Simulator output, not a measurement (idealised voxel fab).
You're looking at the process module voxel transistor to metal.
The figure presents cross-section cut, which has a width of 185 nm and is divided into square cells with an edge length of 5 nm.
In what follows, cross-sections appear as grids of square cells, described through bands that run from the top down, where every band is one or more rows of cells.
What a band's entry tells you: where the top is and where the bottom is, as heights in nm, and after that what lies inside, material by material from left to right, each with its width in nm. Empty space is written as the word "empty", and a single material marked with the word "everywhere" occupies the band from edge to edge.
Zero point of the height axis is 0; under it, received wafer = one material. Lowest band: continues down indefinitely, "0 -> down".
Width: "30 to 40" (first number = top row, second number = bottom row, same change from row to row of cells).
Step marked "remains unaltered"? Then no cell in the cross-section changed in it.
"Enclosed void list": sealed empty spaces, 8 cells or more, no open way to top, listed width x height at distance, with distance from the left edge and width, height and distance in nm.
after a step's settings: what the simulator itself notes on the step
overlay nm: right-of-plan distance of the mask on a masked step; negative values mean left-of-plan.
Note: before/after cross-section pairs follow, one process step per pair, after-side truncated at the lowest changed band, step and settings given beneath. Different runs of this module on the same starting wafer may supply the pairs; a pair continues the one above only where the "Status quo ante" entry says so.
Status quo ante:
- 25 -> 5  70 HfO2 / 5 SiN / 5 SiO2 / 25 empty / 5 SiO2 / 5 SiN / 70 HfO2
- 5 -> 0  40 HfO2 / 5 SiN / 10 nSi / 5 HfO2 / 10 nSi / 5 SiN / 5 SiO2 / 25 empty / 5 SiO2 / 5 SiN / 10 nSi / 5 HfO2 / 10 nSi / 5 SiN / 40 HfO2
- 0 -> -5  45 SiO2 / 25 nSi / 45 SiO2 / 25 nSi / 45 SiO2
- -5 -> -10  40 SiO2 / 5 Si / 25 nSi / 45 Si / 25 nSi / 5 Si / 40 SiO2
- -10 -> -20  40 SiO2 / 105 Si / 40 SiO2
- -20 -> down  Si everywhere
- Enclosed void list: none
Step Result:
- 25 -> 5  70 HfO2 / 5 SiN / 35 empty / 5 SiN / 70 HfO2
- 5 -> 0  40 HfO2 / 5 SiN / 10 nSi / 5 HfO2 / 10 nSi / 5 SiN / 35 empty / 5 SiN / 10 nSi / 5 HfO2 / 10 nSi / 5 SiN / 40 HfO2
- 0 -> -5  45 SiO2 / 25 nSi / 5 SiO2 / 35 empty / 5 SiO2 / 25 nSi / 45 SiO2
- For the remainder of the cross-section, below -5, there is no change.
- Enclosed void list: none
Link between the two cross-sections above: SELECTIVE_ETCH, etch materials SiO2, depth nm 5
Status quo ante: we pick up right where the pair above leaves off, with its after cross-section.
Step Result:
- 30 -> 25  80 HfO2 / 25 empty / 80 HfO2
- 25 -> 5  70 HfO2 / 5 SiN / 5 HfO2 / 25 empty / 5 HfO2 / 5 SiN / 70 HfO2
- 5 -> 0  40 HfO2 / 5 SiN / 10 nSi / 5 HfO2 / 10 nSi / 5 SiN / 5 HfO2 / 25 empty / 5 HfO2 / 5 SiN / 10 nSi / 5 HfO2 / 10 nSi / 5 SiN / 40 HfO2
- 0 -> -5  45 SiO2 / 25 nSi / 5 SiO2 / 35 HfO2 / 5 SiO2 / 25 nSi / 45 SiO2
- For the remainder of the cross-section, below -5, there is no change.
- Enclosed void list: none
Link between the two cross-sections above: CONFORMAL_DEP, material HfO2, thk nm 5
Status quo ante: we pick up right where the pair above leaves off, with its after cross-section.
Step Result:
- 35 -> 30  85 TiN / 15 empty / 85 TiN
- 30 -> 25  80 HfO2 / 5 TiN / 15 empty / 5 TiN / 80 HfO2
- 25 -> 5  70 HfO2 / 5 SiN / 5 HfO2 / 5 TiN / 15 empty / 5 TiN / 5 HfO2 / 5 SiN / 70 HfO2
- 5 -> 0  40 HfO2 / 5 SiN / 10 nSi / 5 HfO2 / 10 nSi / 5 SiN / 5 HfO2 / 25 TiN / 5 HfO2 / 5 SiN / 10 nSi / 5 HfO2 / 10 nSi / 5 SiN / 40 HfO2
- For the remainder of the cross-section, below 0, there is no change.
- Enclosed void list: none
Link between the two cross-sections above: CONFORMAL_DEP, material TiN, thk nm 5
Status quo ante: we pick up right where the pair above leaves off, with its after cross-section.
Step Result:
- 45 -> 35  W everywhere
- 35 -> 30  85 TiN / 15 W / 85 TiN
- 30 -> 25  80 HfO2 / 5 TiN / 15 W / 5 TiN / 80 HfO2
- 25 -> 5  70 HfO2 / 5 SiN / 5 HfO2 / 5 TiN / 15 W / 5 TiN / 5 HfO2 / 5 SiN / 70 HfO2
- For the remainder of the cross-section, below 5, there is no change.
- Enclosed void list: none
Link between the two cross-sections above: FILL_DEP, material W, thk nm 10
Status quo ante: we pick up right where the pair above leaves off, with its after cross-section.
Step Result:
- 20 -> 5  70 HfO2 / 5 SiN / 5 HfO2 / 5 TiN / 15 W / 5 TiN / 5 HfO2 / 5 SiN / 70 HfO2
- For the remainder of the cross-section, below 5, there is no change.
- Enclosed void list: none
Link between the two cross-sections above: CMP, height nm 20
Status quo ante: we pick up right where the pair above leaves off, with its after cross-section.
Step Result:
- 35 -> 20  SiO2 everywhere
- For the remainder of the cross-section, below 20, there is no change.
- Enclosed void list: none
Link between the two cross-sections above: DIRECTIONAL_DEP, material SiO2, thk nm 15
Status quo ante: we pick up right where the pair above leaves off, with its after cross-section.
Step Result:
- 35 -> 20  50 SiO2 / 15 empty / 55 SiO2 / 15 empty / 50 SiO2
- For the remainder of the cross-section, below 20, there is no change.
- Enclosed void list: none
Link between the two cross-sections above: MASKED_ETCH, tone open, mask id CONTACT, width nm 15, pitch nm 70, etch materials SiO2, depth nm 35, overlay nm 0
Status quo ante: we pick up right where the pair above leaves off, with its after cross-section.
Step Result:
- 40 -> 35  55 TiN / 5 empty / 65 TiN / 5 empty / 55 TiN
- 35 -> 25  50 SiO2 / 5 TiN / 5 empty / 5 TiN / 55 SiO2 / 5 TiN / 5 empty / 5 TiN / 50 SiO2
- 25 -> 20  50 SiO2 / 15 TiN / 55 SiO2 / 15 TiN / 50 SiO2
- For the remainder of the cross-section, below 20, there is no change.
- Enclosed void list: none
Link between the two cross-sections above: CONFORMAL_DEP, material TiN, thk nm 5
Status quo ante: we pick up right where the pair above leaves off, with its after cross-section.
Step Result:
- 50 -> 40  Ru everywhere
- 40 -> 35  55 TiN / 5 Ru / 65 TiN / 5 Ru / 55 TiN
- 35 -> 25  50 SiO2 / 5 TiN / 5 Ru / 5 TiN / 55 SiO2 / 5 TiN / 5 Ru / 5 TiN / 50 SiO2
- For the remainder of the cross-section, below 25, there is no change.
- Enclosed void list: none
Link between the two cross-sections above: FILL_DEP, material Ru, thk nm 10
Status quo ante: we pick up right where the pair above leaves off, with its after cross-section.
Step Result:
- 35 -> 25  50 SiO2 / 5 TiN / 5 Ru / 5 TiN / 55 SiO2 / 5 TiN / 5 Ru / 5 TiN / 50 SiO2
- For the remainder of the cross-section, below 25, there is no change.
- Enclosed void list: none
Link between the two cross-sections above: CMP, height nm 35
Status quo ante: we pick up right where the pair above leaves off, with its after cross-section.
Step Result:
- 40 -> 35  SiCN everywhere
- For the remainder of the cross-section, below 35, there is no change.
- Enclosed void list: none
Link between the two cross-sections above: CONFORMAL_DEP, material SiCN, thk nm 5
Status quo ante: we pick up right where the pair above leaves off, with its after cross-section.
Step Result:
- 60 -> 40  lowk everywhere
- For the remainder of the cross-section, below 40, there is no change.
- Enclosed void list: none
Link between the two cross-sections above: DIRECTIONAL_DEP, material lowk, thk nm 20
Status quo ante: we pick up right where the pair above leaves off, with its after cross-section.
Step Result:
- 60 -> 40  50 lowk / 15 empty / 55 lowk / 15 empty / 50 lowk
- For the remainder of the cross-section, below 40, there is no change.
- Enclosed void list: none
Link between the two cross-sections above: MASKED_ETCH, tone open, mask id METAL_1, width nm 15, pitch nm 70, etch materials lowk, depth nm 20, overlay nm 0
Status quo ante: we pick up right where the pair above leaves off, with its after cross-section.
Step Result:
- 60 -> 40  50 lowk / 15 empty / 55 lowk / 15 empty / 50 lowk
- 40 -> 35  50 SiCN / 15 empty / 55 SiCN / 15 empty / 50 SiCN
- For the remainder of the cross-section, below 35, there is no change.
- Enclosed void list: none
Link between the two cross-sections above: MASKED_ETCH, tone open, mask id METAL_1, width nm 15, pitch nm 70, etch materials SiCN, depth nm 5, overlay nm 0
Status quo ante: we pick up right where the pair above leaves off, with its after cross-section.
Step Result:
- 65 -> 60  55 TiN / 5 empty / 65 TiN / 5 empty / 55 TiN
- 60 -> 40  50 lowk / 5 TiN / 5 empty / 5 TiN / 55 lowk / 5 TiN / 5 empty / 5 TiN / 50 lowk
- 40 -> 35  50 SiCN / 15 TiN / 55 SiCN / 15 TiN / 50 SiCN
- For the remainder of the cross-section, below 35, there is no change.
- Enclosed void list: none
Link between the two cross-sections above: CONFORMAL_DEP, material TiN, thk nm 5
Status quo ante: we pick up right where the pair above leaves off, with its after cross-section.
Step Result:
- 70 -> 65  Cu everywhere
- 65 -> 60  55 TiN / 5 Cu / 65 TiN / 5 Cu / 55 TiN
- 60 -> 40  50 lowk / 5 TiN / 5 Cu / 5 TiN / 55 lowk / 5 TiN / 5 Cu / 5 TiN / 50 lowk
- For the remainder of the cross-section, below 40, there is no change.
- Enclosed void list: none
Link between the two cross-sections above: FILL_DEP, material Cu, thk nm 5
Status quo ante: we pick up right where the pair above leaves off, with its after cross-section.
Step Result:
- 60 -> 40  50 lowk / 5 TiN / 5 Cu / 5 TiN / 55 lowk / 5 TiN / 5 Cu / 5 TiN / 50 lowk
- For the remainder of the cross-section, below 40, there is no change.
- Enclosed void list: none
Link between the two cross-sections above: CMP, height nm 60
Status quo ante: we pick up right where the pair above leaves off, with its after cross-section.
Step Result:
- 65 -> 60  45 empty / 25 Ru / 45 empty / 25 Ru / 45 empty
- For the remainder of the cross-section, below 60, there is no change.
- Enclosed void list: none
Link between the two cross-sections above: EPI, material Ru, thk nm 5
Status quo ante: we pick up right where the pair above leaves off, with its after cross-section.
Step Result:
- 70 -> 65  SiCN everywhere
- 65 -> 60  45 SiCN / 25 Ru / 45 SiCN / 25 Ru / 45 SiCN
- For the remainder of the cross-section, below 60, there is no change.
- Enclosed void list: none
Link between the two cross-sections above: FILL_DEP, material SiCN, thk nm 5
Status quo ante: we pick up right where the pair above leaves off, with its after cross-section.
Step Result:
- 100 -> 70  SiO2 everywhere
- For the remainder of the cross-section, below 70, there is no change.
- Enclosed void list: none
Link between the two cross-sections above: DIRECTIONAL_DEP, material SiO2, thk nm 30
Status quo ante: we pick up right where the pair above leaves off, with its after cross-section.
Step Result:
- 115 -> 100  50 resist / 15 empty / 55 resist / 15 empty / 50 resist
- For the remainder of the cross-section, below 100, there is no change.
- Enclosed void list: none
Link between the two cross-sections above: PATTERN, tone open, mask id METAL_2, material resist, width nm 15, pitch nm 70, thk nm 15, overlay nm 0
Status quo ante: we pick up right where the pair above leaves off, with its after cross-section.
Step Result:
- 115 -> 100  50 resist / 15 empty / 55 resist / 15 empty / 50 resist
- 100 -> 80  50 SiO2 / 15 empty / 55 SiO2 / 15 empty / 50 SiO2
- For the remainder of the cross-section, below 80, there is no change.
- Enclosed void list: none
Link between the two cross-sections above: DIRECTIONAL_ETCH, etch materials SiO2, depth nm 20
Status quo ante: we pick up right where the pair above leaves off, with its after cross-section.
Step Result:
- 100 -> 80  50 SiO2 / 15 empty / 55 SiO2 / 15 empty / 50 SiO2
- For the remainder of the cross-section, below 80, there is no change.
- Enclosed void list: none
Link between the two cross-sections above: STRIP, etch materials resist
Status quo ante: we pick up right where the pair above leaves off, with its after cross-section.
Step Result:
- 100 -> 70  50 SiO2 / 15 empty / 55 SiO2 / 15 empty / 50 SiO2
- For the remainder of the cross-section, below 70, there is no change.
- Enclosed void list: none
Link between the two cross-sections above: MASKED_ETCH, tone open, mask id METAL_2_HOLES, width nm 15, pitch nm 70, etch materials SiO2, depth nm 10, overlay nm 0
Status quo ante: we pick up right where the pair above leaves off, with its after cross-section.
Step Result:
- 100 -> 70  50 SiO2 / 15 empty / 55 SiO2 / 15 empty / 50 SiO2
- 70 -> 65  50 SiCN / 15 empty / 55 SiCN / 15 empty / 50 SiCN
- For the remainder of the cross-section, below 65, there is no change.
- Enclosed void list: none
Link between the two cross-sections above: MASKED_ETCH, tone open, mask id METAL_2_HOLES, width nm 15, pitch nm 70, etch materials SiCN, depth nm 5, overlay nm 0
Status quo ante: we pick up right where the pair above leaves off, with its after cross-section.
Step Result:
- 105 -> 100  55 TiN / 5 empty / 65 TiN / 5 empty / 55 TiN
- 100 -> 70  50 SiO2 / 5 TiN / 5 empty / 5 TiN / 55 SiO2 / 5 TiN / 5 empty / 5 TiN / 50 SiO2
- 70 -> 65  50 SiCN / 15 TiN / 55 SiCN / 15 TiN / 50 SiCN
- For the remainder of the cross-section, below 65, there is no change.
- Enclosed void list: none
Link between the two cross-sections above: CONFORMAL_DEP, material TiN, thk nm 5
Status quo ante: we pick up right where the pair above leaves off, with its after cross-section.
Step Result:
- 110 -> 105  Ru everywhere
- 105 -> 100  55 TiN / 5 Ru / 65 TiN / 5 Ru / 55 TiN
- 100 -> 70  50 SiO2 / 5 TiN / 5 Ru / 5 TiN / 55 SiO2 / 5 TiN / 5 Ru / 5 TiN / 50 SiO2
- For the remainder of the cross-section, below 70, there is no change.
- Enclosed void list: none
Link between the two cross-sections above: FILL_DEP, material Ru, thk nm 5
Status quo ante: we pick up right where the pair above leaves off, with its after cross-section.
Step Result:
- 100 -> 70  50 SiO2 / 5 TiN / 5 Ru / 5 TiN / 55 SiO2 / 5 TiN / 5 Ru / 5 TiN / 50 SiO2
- For the remainder of the cross-section, below 70, there is no change.
- Enclosed void list: none
Link between the two cross-sections above: CMP, height nm 100
Status quo ante: we pick up right where the pair above leaves off, with its after cross-section.
Step Result:
- 105 -> 100  SiCN everywhere
- For the remainder of the cross-section, below 100, there is no change.
- Enclosed void list: none
Link between the two cross-sections above: CONFORMAL_DEP, material SiCN, thk nm 5
Status quo ante:
- 55 -> 50  35 aC / 115 empty / 35 aC
- 50 -> 40  aC everywhere
- 40 -> 35  35 SiCN / 115 aC / 35 SiCN
- 35 -> 30  SiCN everywhere
- 30 -> 25  35 polySi / 115 SiCN / 35 polySi
- 25 -> 5  polySi everywhere
- 5 -> 0  35 SiO2 / 115 polySi / 35 SiO2
- 0 -> -5  SiO2 everywhere
- -5 -> -20  40 SiO2 / 105 Si / 40 SiO2
- -20 -> down  Si everywhere
- Enclosed void list: none
Step Result:
- 85 -> 55  80 resist / 25 empty / 80 resist
- 55 -> 50  35 aC / 45 resist / 25 empty / 45 resist / 35 aC
- For the remainder of the cross-section, below 50, there is no change.
- Enclosed void list: none
Link between the two cross-sections above: PATTERN, tone open, mask id GATE, material resist, width nm 25, thk nm 30, overlay nm 0
Status quo ante: we pick up right where the pair above leaves off, with its after cross-section.
Step Result:
- 70 -> 55  80 resist / 25 empty / 80 resist
- 55 -> 50  35 aC / 45 resist / 25 empty / 45 resist / 35 aC
- 50 -> 40  80 aC / 25 empty / 80 aC
- 40 -> 35  35 SiCN / 45 aC / 25 empty / 45 aC / 35 SiCN
- For the remainder of the cross-section, below 35, there is no change.
- Enclosed void list: none
Link between the two cross-sections above: DIRECTIONAL_ETCH, etch materials aC, depth nm 15
Status quo ante: we pick up right where the pair above leaves off, with its after cross-section.
Step Result:
- 55 -> 50  35 aC / 115 empty / 35 aC
- For the remainder of the cross-section, below 50, there is no change.
- Enclosed void list: none
Link between the two cross-sections above: STRIP, etch materials resist
Status quo ante: we pick up right where the pair above leaves off, with its after cross-section.
Step Result:
- 55 -> 50  35 aC / 115 empty / 35 aC
- 50 -> 40  80 aC / 25 empty / 80 aC
- 40 -> 35  35 SiCN / 45 aC / 25 empty / 45 aC / 35 SiCN
- 35 -> 30  80 SiCN / 25 empty / 80 SiCN
- 30 -> 25  35 polySi / 45 SiCN / 25 empty / 45 SiCN / 35 polySi
- For the remainder of the cross-section, below 25, there is no change.
- Enclosed void list: none
Link between the two cross-sections above: DIRECTIONAL_ETCH, etch materials SiCN, depth nm 20
Status quo ante: we pick up right where the pair above leaves off, with its after cross-section.
Step Result:
- 55 -> 50  35 aC / 115 empty / 35 aC
- 50 -> 40  80 aC / 25 empty / 80 aC
- 40 -> 35  35 SiCN / 45 aC / 25 empty / 45 aC / 35 SiCN
- 35 -> 30  80 SiCN / 25 empty / 80 SiCN
- 30 -> 25  35 polySi / 45 SiCN / 25 empty / 45 SiCN / 35 polySi
- 25 -> 5  80 polySi / 25 empty / 80 polySi
- 5 -> 0  35 SiO2 / 45 polySi / 25 empty / 45 polySi / 35 SiO2
- For the remainder of the cross-section, below 0, there is no change.
- Enclosed void list: none
Link between the two cross-sections above: DIRECTIONAL_ETCH, etch materials polySi, depth nm 35
Status quo ante: we pick up right where the pair above leaves off, with its after cross-section.
Step Result:
- 40 -> 30  35 to 80 SiCN / 115 to 25 empty / 35 to 80 SiCN
- For the remainder of the cross-section, below 30, there is no change.
- Enclosed void list: none
Link between the two cross-sections above: STRIP, etch materials aC
Status quo ante: we pick up right where the pair above leaves off, with its after cross-section.
Step Result:
- 45 -> 40  40 SiO2 / 105 empty / 40 SiO2
- 40 -> 30  35 to 80 SiCN / 50 to 5 SiO2 / 15 empty / 50 to 5 SiO2 / 35 to 80 SiCN
- 30 -> 25  35 polySi / 45 SiCN / 5 SiO2 / 15 empty / 5 SiO2 / 45 SiCN / 35 polySi
- 25 -> 5  80 polySi / 5 SiO2 / 15 empty / 5 SiO2 / 80 polySi
- 5 -> 0  35 SiO2 / 45 polySi / 25 SiO2 / 45 polySi / 35 SiO2
- For the remainder of the cross-section, below 0, there is no change.
- Enclosed void list: none
Link between the two cross-sections above: CONFORMAL_DEP, material SiO2, thk nm 5
Status quo ante: we pick up right where the pair above leaves off, with its after cross-section.
Step Result:
- 40 -> 30  35 to 80 SiCN / 5 SiO2 / 105 to 15 empty / 5 SiO2 / 35 to 80 SiCN
- 30 -> 25  35 polySi / 45 SiCN / 5 SiO2 / 15 empty / 5 SiO2 / 45 SiCN / 35 polySi
- 25 -> 5  80 polySi / 5 SiO2 / 15 empty / 5 SiO2 / 80 polySi
- 5 -> 0  35 SiO2 / 45 polySi / 5 SiO2 / 15 empty / 5 SiO2 / 45 polySi / 35 SiO2
- For the remainder of the cross-section, below 0, there is no change.
- Enclosed void list: none
Link between the two cross-sections above: DIRECTIONAL_ETCH, etch materials SiO2, depth nm 5
Status quo ante: we pick up right where the pair above leaves off, with its after cross-section.
Step Result:
- 45 -> 40  45 SiN / 95 empty / 45 SiN
- 40 -> 30  35 to 80 SiCN / 5 SiO2 / 50 to 5 SiN / 5 empty / 50 to 5 SiN / 5 SiO2 / 35 to 80 SiCN
- 30 -> 25  35 polySi / 45 SiCN / 5 SiO2 / 5 SiN / 5 empty / 5 SiN / 5 SiO2 / 45 SiCN / 35 polySi
- 25 -> 5  80 polySi / 5 SiO2 / 5 SiN / 5 empty / 5 SiN / 5 SiO2 / 80 polySi
- 5 -> 0  35 SiO2 / 45 polySi / 5 SiO2 / 15 SiN / 5 SiO2 / 45 polySi / 35 SiO2
- For the remainder of the cross-section, below 0, there is no change.
- Enclosed void list: none
Link between the two cross-sections above: CONFORMAL_DEP, material SiN, thk nm 5
Status quo ante: we pick up right where the pair above leaves off, with its after cross-section.
Step Result:
- 40 -> 30  35 to 80 SiCN / 5 SiO2 / 5 SiN / 95 to 5 empty / 5 SiN / 5 SiO2 / 35 to 80 SiCN
- 30 -> 25  35 polySi / 45 SiCN / 5 SiO2 / 5 SiN / 5 empty / 5 SiN / 5 SiO2 / 45 SiCN / 35 polySi
- 25 -> 5  80 polySi / 5 SiO2 / 5 SiN / 5 empty / 5 SiN / 5 SiO2 / 80 polySi
- 5 -> 0  35 SiO2 / 45 polySi / 5 SiO2 / 5 SiN / 5 empty / 5 SiN / 5 SiO2 / 45 polySi / 35 SiO2
- For the remainder of the cross-section, below 0, there is no change.
- Enclosed void list: none
Link between the two cross-sections above: DIRECTIONAL_ETCH, etch materials SiN, depth nm 5
Status quo ante: we pick up right where the pair above leaves off, with its after cross-section.
Step Result:
- 40 -> 30  35 to 80 SiCN / 5 empty / 5 SiN / 95 to 5 empty / 5 SiN / 5 empty / 35 to 80 SiCN
- 30 -> 25  35 polySi / 45 SiCN / 5 SiO2 / 5 SiN / 5 empty / 5 SiN / 5 SiO2 / 45 SiCN / 35 polySi
- 25 -> 5  80 polySi / 5 SiO2 / 5 SiN / 5 empty / 5 SiN / 5 SiO2 / 80 polySi
- 5 -> 0  35 SiO2 / 45 polySi / 5 SiO2 / 5 SiN / 5 empty / 5 SiN / 5 SiO2 / 45 polySi / 35 SiO2
- 0 -> -5  90 SiO2 / 5 empty / 90 SiO2
- For the remainder of the cross-section, below -5, there is no change.
- Enclosed void list: none
Link between the two cross-sections above: DIRECTIONAL_ETCH, etch materials SiO2, depth nm 5
Status quo ante: we pick up right where the pair above leaves off, with its after cross-section.
Step Result:
- 40 -> 30  35 to 80 SiCN / 5 empty / 5 SiN / 95 to 5 empty / 5 SiN / 5 empty / 35 to 80 SiCN
- 30 -> 25  35 polySi / 45 SiCN / 5 SiO2 / 5 SiN / 5 empty / 5 SiN / 5 SiO2 / 45 SiCN / 35 polySi
- 25 -> 5  80 polySi / 5 SiO2 / 5 SiN / 5 empty / 5 SiN / 5 SiO2 / 80 polySi
- 5 -> 0  35 SiO2 / 45 polySi / 5 SiO2 / 5 SiN / 5 empty / 5 SiN / 5 SiO2 / 45 polySi / 35 SiO2
- 0 -> -5  90 SiO2 / 5 empty / 90 SiO2
- -5 -> -10  40 SiO2 / 50 Si / 5 empty / 50 Si / 40 SiO2
- For the remainder of the cross-section, below -10, there is no change.
- Enclosed void list: none
Link between the two cross-sections above: DIRECTIONAL_ETCH, etch materials Si, depth nm 5
Status quo ante: we pick up right where the pair above leaves off, with its after cross-section.
Step Result:
- 40 -> 30  35 to 80 SiCN / 5 empty / 5 SiN / 95 to 5 empty / 5 SiN / 5 empty / 35 to 80 SiCN
- 30 -> 25  35 polySi / 45 SiCN / 5 SiO2 / 5 SiN / 5 empty / 5 SiN / 5 SiO2 / 45 SiCN / 35 polySi
- 25 -> 5  80 polySi / 5 SiO2 / 5 SiN / 5 empty / 5 SiN / 5 SiO2 / 80 polySi
- 5 -> 0  35 SiO2 / 45 polySi / 5 SiO2 / 5 SiN / 5 nSi / 5 SiN / 5 SiO2 / 45 polySi / 35 SiO2
- 0 -> -5  90 SiO2 / 5 nSi / 90 SiO2
- -5 -> -10  40 SiO2 / 50 Si / 5 nSi / 50 Si / 40 SiO2
- For the remainder of the cross-section, below -10, there is no change.
- Enclosed void list: none
Link between the two cross-sections above: EPI, material nSi, thk nm 10
Status quo ante: we pick up right where the pair above leaves off, with its after cross-section.
Step Result:
- 45 -> 40  SiO2 everywhere
- 40 -> 30  35 to 80 SiCN / 5 SiO2 / 5 SiN / 95 to 5 SiO2 / 5 SiN / 5 SiO2 / 35 to 80 SiCN
- 30 -> 25  35 polySi / 45 SiCN / 5 SiO2 / 5 SiN / 5 SiO2 / 5 SiN / 5 SiO2 / 45 SiCN / 35 polySi
- 25 -> 5  80 polySi / 5 SiO2 / 5 SiN / 5 SiO2 / 5 SiN / 5 SiO2 / 80 polySi
- For the remainder of the cross-section, below 5, there is no change.
- Enclosed void list: none
Link between the two cross-sections above: FILL_DEP, material SiO2, thk nm 5
Status quo ante: we pick up right where the pair above leaves off, with its after cross-section.
Step Result:
- 25 -> 5  80 polySi / 5 SiO2 / 5 SiN / 5 SiO2 / 5 SiN / 5 SiO2 / 80 polySi
- For the remainder of the cross-section, below 5, there is no change.
- Enclosed void list: none
Link between the two cross-sections above: CMP, height nm 25
Status quo ante: we pick up right where the pair above leaves off, with its after cross-section.
Step Result:
- 25 -> 5  80 empty / 5 SiO2 / 5 SiN / 5 SiO2 / 5 SiN / 5 SiO2 / 80 empty
- 5 -> 0  35 SiO2 / 45 empty / 5 SiO2 / 5 SiN / 5 nSi / 5 SiN / 5 SiO2 / 45 empty / 35 SiO2
- For the remainder of the cross-section, below 0, there is no change.
- Enclosed void list: none
Link between the two cross-sections above: STRIP, etch materials polySi
Status quo ante: we pick up right where the pair above leaves off, with its after cross-section.
Step Result:
- 25 -> 20  85 empty / 5 SiN / 5 empty / 5 SiN / 85 empty
- 20 -> 5  85 empty / 5 SiN / 5 SiO2 / 5 SiN / 85 empty
- 5 -> 0  85 empty / 5 SiN / 5 nSi / 5 SiN / 85 empty
- 0 -> -5  30 SiO2 / 55 empty / 5 SiO2 / 5 nSi / 5 SiO2 / 55 empty / 30 SiO2
- For the remainder of the cross-section, below -5, there is no change.
- Enclosed void list: none
Link between the two cross-sections above: SELECTIVE_ETCH, etch materials SiO2, depth nm 5
Status quo ante: we pick up right where the pair above leaves off, with its after cross-section.
Step Result:
- 30 -> 25  80 empty / 25 HfO2 / 80 empty
- 25 -> 20  80 empty / 5 HfO2 / 5 SiN / 5 HfO2 / 5 SiN / 5 HfO2 / 80 empty
- 20 -> 5  80 empty / 5 HfO2 / 5 SiN / 5 SiO2 / 5 SiN / 5 HfO2 / 80 empty
- 5 -> 0  35 HfO2 / 45 empty / 5 HfO2 / 5 SiN / 5 nSi / 5 SiN / 5 HfO2 / 45 empty / 35 HfO2
- 0 -> -5  30 SiO2 / 55 HfO2 / 5 SiO2 / 5 nSi / 5 SiO2 / 55 HfO2 / 30 SiO2
- For the remainder of the cross-section, below -5, there is no change.
- Enclosed void list: none
Link between the two cross-sections above: CONFORMAL_DEP, material HfO2, thk nm 5
Status quo ante: we pick up right where the pair above leaves off, with its after cross-section.
Step Result:
- 35 -> 30  75 empty / 35 TiN / 75 empty
- 30 -> 25  75 empty / 5 TiN / 25 HfO2 / 5 TiN / 75 empty
- 25 -> 20  75 empty / 5 TiN / 5 HfO2 / 5 SiN / 5 HfO2 / 5 SiN / 5 HfO2 / 5 TiN / 75 empty
- 20 -> 10  75 empty / 5 TiN / 5 HfO2 / 5 SiN / 5 SiO2 / 5 SiN / 5 HfO2 / 5 TiN / 75 empty
- 10 -> 5  40 TiN / 35 empty / 5 TiN / 5 HfO2 / 5 SiN / 5 SiO2 / 5 SiN / 5 HfO2 / 5 TiN / 35 empty / 40 TiN
- 5 -> 0  35 HfO2 / 45 TiN / 5 HfO2 / 5 SiN / 5 nSi / 5 SiN / 5 HfO2 / 45 TiN / 35 HfO2
- For the remainder of the cross-section, below 0, there is no change.
- Enclosed void list: none
Link between the two cross-sections above: CONFORMAL_DEP, material TiN, thk nm 5
Status quo ante: we pick up right where the pair above leaves off, with its after cross-section.
Step Result:
- 45 -> 35  W everywhere
- 35 -> 30  75 W / 35 TiN / 75 W
- 30 -> 25  75 W / 5 TiN / 25 HfO2 / 5 TiN / 75 W
- 25 -> 20  75 W / 5 TiN / 5 HfO2 / 5 SiN / 5 HfO2 / 5 SiN / 5 HfO2 / 5 TiN / 75 W
- 20 -> 10  75 W / 5 TiN / 5 HfO2 / 5 SiN / 5 SiO2 / 5 SiN / 5 HfO2 / 5 TiN / 75 W
- 10 -> 5  40 TiN / 35 W / 5 TiN / 5 HfO2 / 5 SiN / 5 SiO2 / 5 SiN / 5 HfO2 / 5 TiN / 35 W / 40 TiN
- For the remainder of the cross-section, below 5, there is no change.
- Enclosed void list: none
Link between the two cross-sections above: FILL_DEP, material W, thk nm 10
Status quo ante: we pick up right where the pair above leaves off, with its after cross-section.
Step Result:
- 20 -> 10  75 W / 5 TiN / 5 HfO2 / 5 SiN / 5 SiO2 / 5 SiN / 5 HfO2 / 5 TiN / 75 W
- For the remainder of the cross-section, below 10, there is no change.
- Enclosed void list: none
Link between the two cross-sections above: CMP, height nm 20
Status quo ante: we pick up right where the pair above leaves off, with its after cross-section.
Step Result:
- 35 -> 20  SiO2 everywhere
- For the remainder of the cross-section, below 20, there is no change.
- Enclosed void list: none
Link between the two cross-sections above: DIRECTIONAL_DEP, material SiO2, thk nm 15
Status quo ante: we pick up right where the pair above leaves off, with its after cross-section.
Step Result:
- 35 -> 20  50 SiO2 / 15 empty / 55 SiO2 / 15 empty / 50 SiO2
- For the remainder of the cross-section, below 20, there is no change.
- Enclosed void list: none
Link between the two cross-sections above: MASKED_ETCH, tone open, mask id CONTACT, width nm 15, pitch nm 70, etch materials SiO2, depth nm 35, overlay nm 0
Status quo ante: we pick up right where the pair above leaves off, with its after cross-section.
Step Result:
- 40 -> 35  55 TiN / 5 empty / 65 TiN / 5 empty / 55 TiN
- 35 -> 25  50 SiO2 / 5 TiN / 5 empty / 5 TiN / 55 SiO2 / 5 TiN / 5 empty / 5 TiN / 50 SiO2
- 25 -> 20  50 SiO2 / 15 TiN / 55 SiO2 / 15 TiN / 50 SiO2
- For the remainder of the cross-section, below 20, there is no change.
- Enclosed void list: none
Link between the two cross-sections above: CONFORMAL_DEP, material TiN, thk nm 5
Status quo ante: we pick up right where the pair above leaves off, with its after cross-section.
Step Result:
- 50 -> 40  Ru everywhere
- 40 -> 35  55 TiN / 5 Ru / 65 TiN / 5 Ru / 55 TiN
- 35 -> 25  50 SiO2 / 5 TiN / 5 Ru / 5 TiN / 55 SiO2 / 5 TiN / 5 Ru / 5 TiN / 50 SiO2
- For the remainder of the cross-section, below 25, there is no change.
- Enclosed void list: none
Link between the two cross-sections above: FILL_DEP, material Ru, thk nm 10
Status quo ante: we pick up right where the pair above leaves off, with its after cross-section.
Step Result:
- 35 -> 25  50 SiO2 / 5 TiN / 5 Ru / 5 TiN / 55 SiO2 / 5 TiN / 5 Ru / 5 TiN / 50 SiO2
- For the remainder of the cross-section, below 25, there is no change.
- Enclosed void list: none
Link between the two cross-sections above: CMP, height nm 35
Status quo ante: we pick up right where the pair above leaves off, with its after cross-section.
Step Result:
- 40 -> 35  SiCN everywhere
- For the remainder of the cross-section, below 35, there is no change.
- Enclosed void list: none
Link between the two cross-sections above: CONFORMAL_DEP, material SiCN, thk nm 5
Status quo ante: we pick up right where the pair above leaves off, with its after cross-section.
Step Result:
- 60 -> 40  lowk everywhere
- For the remainder of the cross-section, below 40, there is no change.
- Enclosed void list: none
Link between the two cross-sections above: DIRECTIONAL_DEP, material lowk, thk nm 20
Status quo ante: we pick up right where the pair above leaves off, with its after cross-section.
Step Result:
- 60 -> 40  50 lowk / 15 empty / 55 lowk / 15 empty / 50 lowk
- For the remainder of the cross-section, below 40, there is no change.
- Enclosed void list: none
Link between the two cross-sections above: MASKED_ETCH, tone open, mask id METAL_1, width nm 15, pitch nm 70, etch materials lowk, depth nm 20, overlay nm 0
